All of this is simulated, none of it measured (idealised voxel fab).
Proc. module: voxel double patterning
For reference, the cross-section in this document is cut, with width 170 nm and square cells of 5 nm.
Each cross-section below is a grid of square cells, stated as bands in top-down order, with one or more rows of cells making up each band. Heads up on the band format: heights come first, top then bottom, in nm. After that it's the materials left to right, each with its width in nm. A single material flagged "edge to edge" fills the whole band edge to edge, and "air" means there's empty space there. Height reference: 0 = level under which incoming wafer is all one material. Lowest band: no bottom, runs on downward, e.g. "0 down". When a width is written as two numbers, as in "30 to 40", the first number is the width in the top row of cells of the band and the second is the width in its bottom row, and the width changes by the same amount from each row to the next. "left unchanged" for a step: no cell of the cross-section changed in that step. Entry "Enclosed cavity list" = empty spaces >= 8 cells with no open way to the top; each as width x height at distance, distance from left edge, all nm. Note: text after step settings on the step line = simulator remark on that step. You can add "overlay nm" to a step's line. For a step with a mask, it describes how far the mask lay to the right of its planned position, and a negative number describes a lay to the left.

The planned process steps are enumerated hereunder:
1,RECEIVE | material Si
2,CONFORMAL_DEP | material SiN | thk nm 10
3,DIRECTIONAL_DEP | material SiO2 | thk nm 10
4,DIRECTIONAL_DEP | material SiCN | thk nm 5
5,DIRECTIONAL_DEP | material aC | thk nm 15
6,PATTERN | tone open | mask id FIRST | material resist | width nm 15 | pitch nm 50 | thk nm 30 | overlay nm 0
7,DIRECTIONAL_ETCH | etch materials aC | depth nm 15
8,STRIP | etch materials resist
9,DIRECTIONAL_ETCH | etch materials SiCN | depth nm 5
10,STRIP | etch materials aC
11,DIRECTIONAL_DEP | material aC | thk nm 15
12,PATTERN | tone open | mask id SECOND | material resist | width nm 15 | pitch nm 50 | thk nm 30 | overlay nm 0
13,DIRECTIONAL_ETCH | etch materials aC | depth nm 15
14,STRIP | etch materials resist
15,DIRECTIONAL_ETCH | etch materials SiCN | depth nm 5
16,STRIP | etch materials aC
17,DIRECTIONAL_ETCH | etch materials SiO2 | depth nm 10
18,STRIP | etch materials SiCN

Incoming wafer, cross-sectional view, post step 1:
* 0 down: Si edge to edge
* Enclosed cavity list: none

Cross-section, first of two wafers, end of module, run as planned:
* 20 to 10: SiO2 25, air 15, SiO2 10, air 15, SiO2 10, air 15, SiO2 10, air 15, SiO2 10, air 15, SiO2 30
* 10 to 0: SiN edge to edge
* 0 down: Si edge to edge
* Enclosed cavity list: none

Cross-section, second wafer: same start as the first, same plan as the first, one mistake in running it; taken at the end of the module:
* 20 to 10: SiN edge to edge
* 10 to 0: SiO2 edge to edge
* 0 down: Si edge to edge
* Enclosed cavity list: none
Want to know what went wrong? the run placed steps 2 and 3 each in the position the plan gave to the other
Cell-count delta at end, second wafer over first, by material: SiO2: 30 more
